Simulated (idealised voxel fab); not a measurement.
process module | voxel tone inversion
cross-section cut | 165 nm wide | cells 5 nm
A cross-section is a grid of square cells, given in bands from the top down. A band is one or more rows of cells.
Each band's line starts with the height of the band's top and of its bottom, in nm. Then come its materials from left to right, each with its width in nm. One material with "throughout" fills the band from edge to edge. "air" is empty space.
Height 0 is the level under which the wafer as received is all one material. The lowest band goes on downwards, as in "0 down".
A width such as "30 to 40" changes by the same amount from each row of cells to the next, from the band's top row to its bottom row.
"no change" after a step means that no cell of the cross-section changed.
closed voids: empty space of 8 cells or more with no open way to the top, each as width x height at its distance from the left edge, in nm
after a step's settings: what the simulator itself notes on the step
overlay nm, on a step with a mask: how far to the right of its planned place the mask lay; to the left if negative
plan
1 op RECEIVE | material Si
2 op CONFORMAL_DEP | material SiCN | thk nm 10
3 op DIRECTIONAL_DEP | material polySi | thk nm 15
4 op PATTERN | tone cover | mask id POSTS | material resist | width nm 15 | pitch nm 30 | thk nm 20 | overlay nm 0
5 op DIRECTIONAL_ETCH | etch materials polySi | depth nm 15
6 op STRIP | etch materials resist
7 op FILL_DEP | material SiO2 | thk nm 5
8 op CMP | height nm 25
9 op STRIP | etch materials polySi
first wafer, as planned
as received, after step 1
  0 down: Si throughout
  closed voids: none
after step 2
  10 to 0: SiCN throughout
  below 0: unchanged
after step 3
  25 to 10: polySi throughout
  below 10: unchanged
after step 4
  45 to 25: air 30 | resist 15 | air 15 | resist 15 | air 15 | resist 15 | air 15 | resist 15 | air 30
  below 25: unchanged
after step 5
  45 to 25: air 30 | resist 15 | air 15 | resist 15 | air 15 | resist 15 | air 15 | resist 15 | air 30
  25 to 10: air 30 | polySi 15 | air 15 | polySi 15 | air 15 | polySi 15 | air 15 | polySi 15 | air 30
  below 10: unchanged
after step 6
  25 to 10: air 30 | polySi 15 | air 15 | polySi 15 | air 15 | polySi 15 | air 15 | polySi 15 | air 30
  below 10: unchanged
after step 7
  30 to 25: SiO2 throughout
  25 to 10: SiO2 30 | polySi 15 | SiO2 15 | polySi 15 | SiO2 15 | polySi 15 | SiO2 15 | polySi 15 | SiO2 30
  below 10: unchanged
after step 8
  25 to 10: SiO2 30 | polySi 15 | SiO2 15 | polySi 15 | SiO2 15 | polySi 15 | SiO2 15 | polySi 15 | SiO2 30
  below 10: unchanged
after step 9
  25 to 10: SiO2 30 | air 15 | SiO2 15 | air 15 | SiO2 15 | air 15 | SiO2 15 | air 15 | SiO2 30
  below 10: unchanged
second wafer: like start, like plan, one mistake. Through step 3 it matches the first wafer
when step 4 should have ended
  45 to 25: air 25 | resist 15 | air 15 | resist 15 | air 15 | resist 15 | air 15 | resist 15 | air 35
  below 25: unchanged
when step 5 should have ended
  45 to 25: air 25 | resist 15 | air 15 | resist 15 | air 15 | resist 15 | air 15 | resist 15 | air 35
  25 to 10: air 25 | polySi 15 | air 15 | polySi 15 | air 15 | polySi 15 | air 15 | polySi 15 | air 35
  below 10: unchanged
when step 6 should have ended
  25 to 10: air 25 | polySi 15 | air 15 | polySi 15 | air 15 | polySi 15 | air 15 | polySi 15 | air 35
  below 10: unchanged
when step 7 should have ended
  30 to 25: SiO2 throughout
  25 to 10: SiO2 25 | polySi 15 | SiO2 15 | polySi 15 | SiO2 15 | polySi 15 | SiO2 15 | polySi 15 | SiO2 35
  below 10: unchanged
when step 8 should have ended
  25 to 10: SiO2 25 | polySi 15 | SiO2 15 | polySi 15 | SiO2 15 | polySi 15 | SiO2 15 | polySi 15 | SiO2 35
  below 10: unchanged
when step 9 should have ended
  25 to 10: SiO2 25 | air 15 | SiO2 15 | air 15 | SiO2 15 | air 15 | SiO2 15 | air 15 | SiO2 35
  below 10: unchanged
what went wrong: step 4 ran as: op PATTERN | tone cover | mask id POSTS | material resist | width nm 15 | pitch nm 30 | thk nm 20 | overlay nm -5
at the end the second wafer has, in cells: as many of each material as the first, in other places
